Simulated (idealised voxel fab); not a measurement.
Process module heading - voxel self aligned vias
Pictured: cross-section cut, 245 nm wide, on a grid of 5 nm square cells.
Cross-sections here: square-cell grids, written as top-down lists of bands, a band being one or more rows of cells. What a band's entry tells you: where the top is and where the bottom is, as heights in nm, and after that what lies inside, material by material from left to right, each with its width in nm. Empty space is written as the word "air", and a single material marked with the word "throughout" occupies the band from edge to edge. Heads up on the height convention: 0 is the point under which the incoming wafer is all one material, and the lowest band has no bottom, it just keeps going down, like "z 0 and below". The expression "30 to 40" gives the width at the extremes of the band, the first number at its top row of cells and the second at its bottom row, with the width changing by equal amounts from each row to the next in between. What does "remained the same" mean for a step? It means no cell of the cross-section changed in that step. Listed in "Closed cavities": every empty space of 8 or more cells without an open way to the top. Form: width x height at distance, the distance being from the left edge, all in nm. Whatever follows a step's settings on its line is a remark the simulator itself makes about that step. You can add "overlay nm" to a step's line. For a step with a mask, it describes how far the mask lay to the right of its planned position, and a negative number describes a lay to the left.
[Intended process steps]
step 1: RECEIVE: material Si
step 2: CONFORMAL_DEP: material SiO2, thk nm 15
step 3: CONFORMAL_DEP: material SiCN, thk nm 5
step 4: DIRECTIONAL_DEP: material SiO2, thk nm 25
step 5: MASKED_ETCH: tone open, mask id LINES, width nm 25, pitch nm 65, etch materials SiO2, depth nm 25, overlay nm 0
step 6: CONFORMAL_DEP: material TiN, thk nm 5
step 7: FILL_DEP: material Ru, thk nm 5
step 8: CMP: height nm 45
step 9: SELECTIVE_ETCH: etch materials W Ru TiN, depth nm 5
step 10: FILL_DEP: material SiN, thk nm 5
step 11: CMP: height nm 45
step 12: DIRECTIONAL_DEP: material SiO2, thk nm 15
step 13: DIRECTIONAL_DEP: material aC, thk nm 10
step 14: PATTERN: tone open, mask id VIAS, material resist, width nm 45, pitch nm 130, thk nm 25, overlay nm 0
step 15: DIRECTIONAL_ETCH: etch materials aC, depth nm 10
step 16: STRIP: etch materials resist
step 17: DIRECTIONAL_ETCH: etch materials SiO2, depth nm 15
step 18: DIRECTIONAL_ETCH: etch materials SiN, depth nm 5
step 19: STRIP: etch materials aC
step 20: CONFORMAL_DEP: material TiN, thk nm 5
step 21: FILL_DEP: material Ru, thk nm 10
step 22: CMP: height nm 60
step 23: CONFORMAL_DEP: material SiN, thk nm 5
[The first wafer of two, processed as planned]
[Step 1 complete: cross-section of the wafer as received]
	z 0 and below: Si throughout
	Closed cavities: none
[The wafer in cross-section once step 2 is complete]
	z 15 to 0: SiO2 throughout
	Anything lower than 0 is untouched.
[The wafer in cross-section once step 3 is complete]
	z 20 to 15: SiCN throughout
	Anything lower than 15 is untouched.
[The wafer in cross-section once step 4 is complete]
	z 45 to 20: SiO2 throughout
	Anything lower than 20 is untouched.
[The wafer in cross-section once step 5 is complete]
	z 45 to 20: 45 SiO2  25 air  40 SiO2  25 air  40 SiO2  25 air  45 SiO2
	Anything lower than 20 is untouched.
[The wafer in cross-section once step 6 is complete]
	z 50 to 45: 50 TiN  15 air  50 TiN  15 air  50 TiN  15 air  50 TiN
	z 45 to 25: 45 SiO2  5 TiN  15 air  5 TiN  40 SiO2  5 TiN  15 air  5 TiN  40 SiO2  5 TiN  15 air  5 TiN  45 SiO2
	z 25 to 20: 45 SiO2  25 TiN  40 SiO2  25 TiN  40 SiO2  25 TiN  45 SiO2
	Anything lower than 20 is untouched.
[The wafer in cross-section once step 7 is complete]
	z 55 to 50: Ru throughout
	z 50 to 45: 50 TiN  15 Ru  50 TiN  15 Ru  50 TiN  15 Ru  50 TiN
	z 45 to 25: 45 SiO2  5 TiN  15 Ru  5 TiN  40 SiO2  5 TiN  15 Ru  5 TiN  40 SiO2  5 TiN  15 Ru  5 TiN  45 SiO2
	Anything lower than 25 is untouched.
[The wafer in cross-section once step 8 is complete]
	z 45 to 25: 45 SiO2  5 TiN  15 Ru  5 TiN  40 SiO2  5 TiN  15 Ru  5 TiN  40 SiO2  5 TiN  15 Ru  5 TiN  45 SiO2
	Anything lower than 25 is untouched.
[The wafer in cross-section once step 9 is complete]
	z 45 to 40: 45 SiO2  25 air  40 SiO2  25 air  40 SiO2  25 air  45 SiO2
	Anything lower than 40 is untouched.
[The wafer in cross-section once step 10 is complete]
	z 50 to 45: SiN throughout
	z 45 to 40: 45 SiO2  25 SiN  40 SiO2  25 SiN  40 SiO2  25 SiN  45 SiO2
	Anything lower than 40 is untouched.
[The wafer in cross-section once step 11 is complete]
	z 45 to 40: 45 SiO2  25 SiN  40 SiO2  25 SiN  40 SiO2  25 SiN  45 SiO2
	Anything lower than 40 is untouched.
[The wafer in cross-section once step 12 is complete]
	z 60 to 45: SiO2 throughout
	Anything lower than 45 is untouched.
[The wafer in cross-section once step 13 is complete]
	z 70 to 60: aC throughout
	Anything lower than 60 is untouched.
[The wafer in cross-section once step 14 is complete]
	z 95 to 70: 35 resist  45 air  85 resist  45 air  35 resist
	Anything lower than 70 is untouched.
[The wafer in cross-section once step 15 is complete]
	z 85 to 70: 35 resist  45 air  85 resist  45 air  35 resist
	z 70 to 60: 35 aC  45 air  85 aC  45 air  35 aC
	Anything lower than 60 is untouched.
[The wafer in cross-section once step 16 is complete]
	z 70 to 60: 35 aC  45 air  85 aC  45 air  35 aC
	Anything lower than 60 is untouched.
[The wafer in cross-section once step 17 is complete]
	z 70 to 60: 35 aC  45 air  85 aC  45 air  35 aC
	z 60 to 45: 35 SiO2  45 air  85 SiO2  45 air  35 SiO2
	Anything lower than 45 is untouched.
[The wafer in cross-section once step 18 is complete]
	z 70 to 60: 35 aC  45 air  85 aC  45 air  35 aC
	z 60 to 45: 35 SiO2  45 air  85 SiO2  45 air  35 SiO2
	z 45 to 40: 45 SiO2  25 air  40 SiO2  25 SiN  40 SiO2  25 air  45 SiO2
	Anything lower than 40 is untouched.
[The wafer in cross-section once step 19 is complete]
	z 60 to 45: 35 SiO2  45 air  85 SiO2  45 air  35 SiO2
	Anything lower than 45 is untouched.
[The wafer in cross-section once step 20 is complete]
	z 65 to 60: 40 TiN  35 air  95 TiN  35 air  40 TiN
	z 60 to 50: 35 SiO2  5 TiN  35 air  5 TiN  85 SiO2  5 TiN  35 air  5 TiN  35 SiO2
	z 50 to 45: 35 SiO2  15 TiN  15 air  15 TiN  85 SiO2  15 TiN  15 air  15 TiN  35 SiO2
	z 45 to 40: 45 SiO2  25 TiN  40 SiO2  25 SiN  40 SiO2  25 TiN  45 SiO2
	Anything lower than 40 is untouched.
[The wafer in cross-section once step 21 is complete]
	z 75 to 65: Ru throughout
	z 65 to 60: 40 TiN  35 Ru  95 TiN  35 Ru  40 TiN
	z 60 to 50: 35 SiO2  5 TiN  35 Ru  5 TiN  85 SiO2  5 TiN  35 Ru  5 TiN  35 SiO2
	z 50 to 45: 35 SiO2  15 TiN  15 Ru  15 TiN  85 SiO2  15 TiN  15 Ru  15 TiN  35 SiO2
	Anything lower than 45 is untouched.
[The wafer in cross-section once step 22 is complete]
	z 60 to 50: 35 SiO2  5 TiN  35 Ru  5 TiN  85 SiO2  5 TiN  35 Ru  5 TiN  35 SiO2
	Anything lower than 50 is untouched.
[The wafer in cross-section once step 23 is complete]
	z 65 to 60: SiN throughout
	Anything lower than 60 is untouched.
[The remaining wafer, second of the two, started like the first and was run to the same plan, except that one mistake was made along the way; the two coincide through step 21, inclusive]
[Second wafer, sectioned view, at step 22's planned end time]
	z 55 to 45: 35 SiO2  5 to 15 TiN  35 to 15 Ru  5 to 15 TiN  85 SiO2  5 to 15 TiN  35 to 15 Ru  5 to 15 TiN  35 SiO2
	Anything lower than 45 is untouched.
[Second wafer, sectioned view, at step 23's planned end time]
	z 60 to 55: SiN throughout
	Anything lower than 55 is untouched.
what went wrong: heads up, step 22 didn't go per plan, it actually ran as CMP: height nm 55
Once processing is complete, comparing cell counts shows that the second wafer has more or fewer of certain materials than the first: -14 Ru; -31 SiO2; -4 TiN
